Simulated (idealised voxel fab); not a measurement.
Process module under the name voxel capacitor over wiring
The figure presents cross-section cut, which has a width of 175 nm and is divided into square cells with an edge length of 5 nm.
Cross-sections here: square-cell grids, written as top-down lists of bands, a band being one or more rows of cells. A band entry consists of two parts. The first gives the height of the band's top and the height of its bottom, in nm. The rest lists the band's materials from left to right, each with its width in nm. A single material labelled with the word "edge to edge" fills the band from edge to edge, and the word "air" marks empty space. For the purposes of this specification, 0 denotes the height below which the wafer in its as-received condition is composed wholly of one material, and the lowermost band, lacking a lower limit, extends downward without end, as expressed in "from 0 down". Per-row width for "30..40": begins at first number (top row of band), ends at second number (bottom row), increment between rows held constant. Given "no change occurred" for a step, no cell of the cross-section differs between before and after that step. Closed-off voids of 8+ cells (no open route to the top) go in "Fully closed voids", written width x height at distance from the left edge, in nm. What comes after the settings on a step's line is commentary from the simulator itself on that step. overlay nm: how far to the right of its planned place the mask lay on this masked step (negative: to the left).
-- Set out below are the planned steps of the process
1: op RECEIVE | material Si
2: op CONFORMAL_DEP | material SiO2 | thk nm 15
3: op DIRECTIONAL_DEP | material TiN | thk nm 5
4: op DIRECTIONAL_DEP | material Ru | thk nm 20
5: op PATTERN | tone cover | mask id METAL_1 | material resist | width nm 20 | pitch nm 70 | thk nm 15 | overlay nm 0
6: op DIRECTIONAL_ETCH | etch materials Ru | depth nm 20
7: op DIRECTIONAL_ETCH | etch materials TiN | depth nm 5
8: op STRIP | etch materials resist
9: op FILL_DEP | material lowk | thk nm 10
10: op CMP | height nm 40
11: op CONFORMAL_DEP | material SiCN | thk nm 5
12: op DIRECTIONAL_DEP | material SiO2 | thk nm 20
13: op PATTERN | tone open | mask id PLUG_1 | material resist | width nm 15 | thk nm 20 | overlay nm 0
14: op DIRECTIONAL_ETCH | etch materials SiO2 | depth nm 10
15: op DIRECTIONAL_ETCH | etch materials SiCN | depth nm 5
16: op STRIP | etch materials resist
17: op CONFORMAL_DEP | material TiN | thk nm 5
18: op FILL_DEP | material Ru | thk nm 10
19: op CMP | height nm 65
20: op DIRECTIONAL_DEP | material TiN | thk nm 5
21: op DIRECTIONAL_DEP | material SiN | thk nm 5
22: op DIRECTIONAL_DEP | material TiN | thk nm 5
23: op PATTERN | tone cover | mask id UPPER_PLATE | material resist | width nm 55 | thk nm 20 | overlay nm 0
24: op DIRECTIONAL_ETCH | etch materials TiN | depth nm 5
25: op DIRECTIONAL_ETCH | etch materials SiN | depth nm 5
26: op STRIP | etch materials resist
27: op MASKED_ETCH | tone cover | mask id LOWER_PLATE | width nm 65 | etch materials TiN | depth nm 5 | overlay nm 0
28: op FILL_DEP | material SiO2 | thk nm 15
29: op CMP | height nm 90
30: op DIRECTIONAL_DEP | material aC | thk nm 10
31: op PATTERN | tone open | mask id PLUG_2 | material resist | width nm 15 | thk nm 25 | overlay nm 0
32: op DIRECTIONAL_ETCH | etch materials aC | depth nm 10
33: op STRIP | etch materials resist
34: op DIRECTIONAL_ETCH | etch materials SiO2 | depth nm 10
35: op STRIP | etch materials aC
36: op CONFORMAL_DEP | material TiN | thk nm 5
37: op FILL_DEP | material W | thk nm 5
38: op CMP | height nm 90
39: op CONFORMAL_DEP | material SiCN | thk nm 5
Wafers differ in depth nm at step 14; plan lists the first wafer's value; identical starting state.
-- Cross-section of the first of several wafers on receipt, reflecting completion of step 1
> from 0 down: Si edge to edge
> Fully closed voids: none
-- First wafer of several, cross-section, module end, after step 39 (last)
> from 95 to 90: SiCN edge to edge
> from 90 to 85: 55 SiO2, 5 TiN, 5 W, 5 TiN, 105 SiO2
> from 85 to 75: 55..45 SiO2, 15..55 TiN, 105..75 SiO2
> from 75 to 70: 45 SiO2, 55 SiN, 75 SiO2
> from 70 to 65: 40 SiO2, 65 TiN, 70 SiO2
> from 65 to 60: 45 SiO2, 5 TiN, 5 Ru, 5 TiN, 115 SiO2
> from 60 to 55: 45 SiO2, 15 TiN, 115 SiO2
> from 55 to 45: SiO2 edge to edge
> from 45 to 40: SiCN edge to edge
> from 40 to 20: 40 lowk, 20 Ru, 50 lowk, 20 Ru, 45 lowk
> from 20 to 15: 40 lowk, 20 TiN, 50 lowk, 20 TiN, 45 lowk
> from 15 to 0: SiO2 edge to edge
> from 0 down: Si edge to edge
> Fully closed voids: none
-- Cross-section of the final wafer among several, taken at the end of the module
> from 95 to 90: SiCN edge to edge
> from 90 to 85: 55 SiO2, 5 TiN, 5 W, 5 TiN, 105 SiO2
> from 85 to 75: 55..45 SiO2, 15..55 TiN, 105..75 SiO2
> from 75 to 70: 45 SiO2, 55 SiN, 75 SiO2
> from 70 to 65: 40 SiO2, 65 TiN, 70 SiO2
> from 65 to 45: 45 SiO2, 5 TiN, 5 Ru, 5 TiN, 115 SiO2
> from 45 to 40: 45 SiCN, 15 TiN, 115 SiCN
> from 40 to 20: 40 lowk, 20 Ru, 50 lowk, 20 Ru, 45 lowk
> from 20 to 15: 40 lowk, 20 TiN, 50 lowk, 20 TiN, 45 lowk
> from 15 to 0: SiO2 edge to edge
> from 0 down: Si edge to edge
> Fully closed voids: none
-- Below: a row per wafer. Contents at end of module: for every material, cells gained since receipt (+) or lost since receipt (-); then closed voids
depth nm 10, +33 Ru, +70 SiCN, +11 SiN, +373 SiO2, +42 TiN, +1 W, +135 lowk, Fully closed voids: none
depth nm 15, +34 Ru, +70 SiCN, +11 SiN, +370 SiO2, +44 TiN, +1 W, +135 lowk, Fully closed voids: none
depth nm 20, +36 Ru, +67 SiCN, +11 SiN, +367 SiO2, +48 TiN, +1 W, +135 lowk, Fully closed voids: none
depth nm 25, +36 Ru, +67 SiCN, +11 SiN, +367 SiO2, +48 TiN, +1 W, +135 lowk, Fully closed voids: none
depth nm 30, +36 Ru, +67 SiCN, +11 SiN, +367 SiO2, +48 TiN, +1 W, +135 lowk, Fully closed voids: none
depth nm 35, +36 Ru, +67 SiCN, +11 SiN, +367 SiO2, +48 TiN, +1 W, +135 lowk, Fully closed voids: none
